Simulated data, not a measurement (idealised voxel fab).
process module | voxel tone inversion
cross-section cut | 225 nm wide | cells 5 nm
A cross-section is a grid of square cells, given in bands from the top down. A band is one or more rows of cells.
Each band's line starts with the height of the band's top and of its bottom, in nm. Then come its materials from left to right, each with its width in nm. One material with "throughout" fills the band from edge to edge. "air" is empty space.
Height 0 is the level under which the wafer as received is all one material. The lowest band goes on downwards, as in "0 down".
A width such as "30 to 40" changes by the same amount from each row of cells to the next, from the band's top row to its bottom row.
"no change" after a step means that no cell of the cross-section changed.
closed voids: empty space of 8 cells or more with no open way to the top, each as width x height at its distance from the left edge, in nm
after a step's settings: what the simulator itself notes on the step
overlay nm, on a step with a mask: how far to the right of its planned place the mask lay; to the left if negative
plan
1 op RECEIVE | material Si
2 op CONFORMAL_DEP | material SiCN | thk nm 5
3 op DIRECTIONAL_DEP | material polySi | thk nm 25
4 op PATTERN | tone cover | mask id POSTS | material resist | width nm 25 | pitch nm 50 | thk nm 35 | overlay nm 0
5 op DIRECTIONAL_ETCH | etch materials polySi | depth nm 25
6 op STRIP | etch materials resist
7 op FILL_DEP | material lowk | thk nm 5
8 op CMP | height nm 30
9 op STRIP | etch materials polySi
first wafer, as planned
as received, after step 1
  0 down: Si throughout
  closed voids: none
after step 2
  5 to 0: SiCN throughout
  below 0: unchanged
after step 3
  30 to 5: polySi throughout
  below 5: unchanged
after step 4
  65 to 30: air 75 | resist 25 | air 25 | resist 25 | air 75
  below 30: unchanged
after step 5
  65 to 30: air 75 | resist 25 | air 25 | resist 25 | air 75
  30 to 5: air 75 | polySi 25 | air 25 | polySi 25 | air 75
  below 5: unchanged
after step 6
  30 to 5: air 75 | polySi 25 | air 25 | polySi 25 | air 75
  below 5: unchanged
after step 7
  35 to 30: lowk throughout
  30 to 5: lowk 75 | polySi 25 | lowk 25 | polySi 25 | lowk 75
  below 5: unchanged
after step 8
  30 to 5: lowk 75 | polySi 25 | lowk 25 | polySi 25 | lowk 75
  below 5: unchanged
after step 9
  30 to 5: lowk 75 | air 25 | lowk 25 | air 25 | lowk 75
  below 5: unchanged
second wafer: like start, like plan, one mistake. Through step 3 it matches the first wafer
when step 4 should have ended
  65 to 30: air 80 | resist 15 | air 35 | resist 15 | air 80
  below 30: unchanged
when step 5 should have ended
  65 to 30: air 80 | resist 15 | air 35 | resist 15 | air 80
  30 to 5: air 80 | polySi 15 | air 35 | polySi 15 | air 80
  below 5: unchanged
when step 6 should have ended
  30 to 5: air 80 | polySi 15 | air 35 | polySi 15 | air 80
  below 5: unchanged
when step 7 should have ended
  35 to 30: lowk throughout
  30 to 5: lowk 80 | polySi 15 | lowk 35 | polySi 15 | lowk 80
  below 5: unchanged
when step 8 should have ended
  30 to 5: lowk 80 | polySi 15 | lowk 35 | polySi 15 | lowk 80
  below 5: unchanged
when step 9 should have ended
  30 to 5: lowk 80 | air 15 | lowk 35 | air 15 | lowk 80
  below 5: unchanged
what went wrong: step 4 ran as: op PATTERN | tone cover | mask id POSTS | material resist | width nm 15 | pitch nm 50 | thk nm 35 | overlay nm 0
at the end the second wafer has, in cells: 20 more of lowk
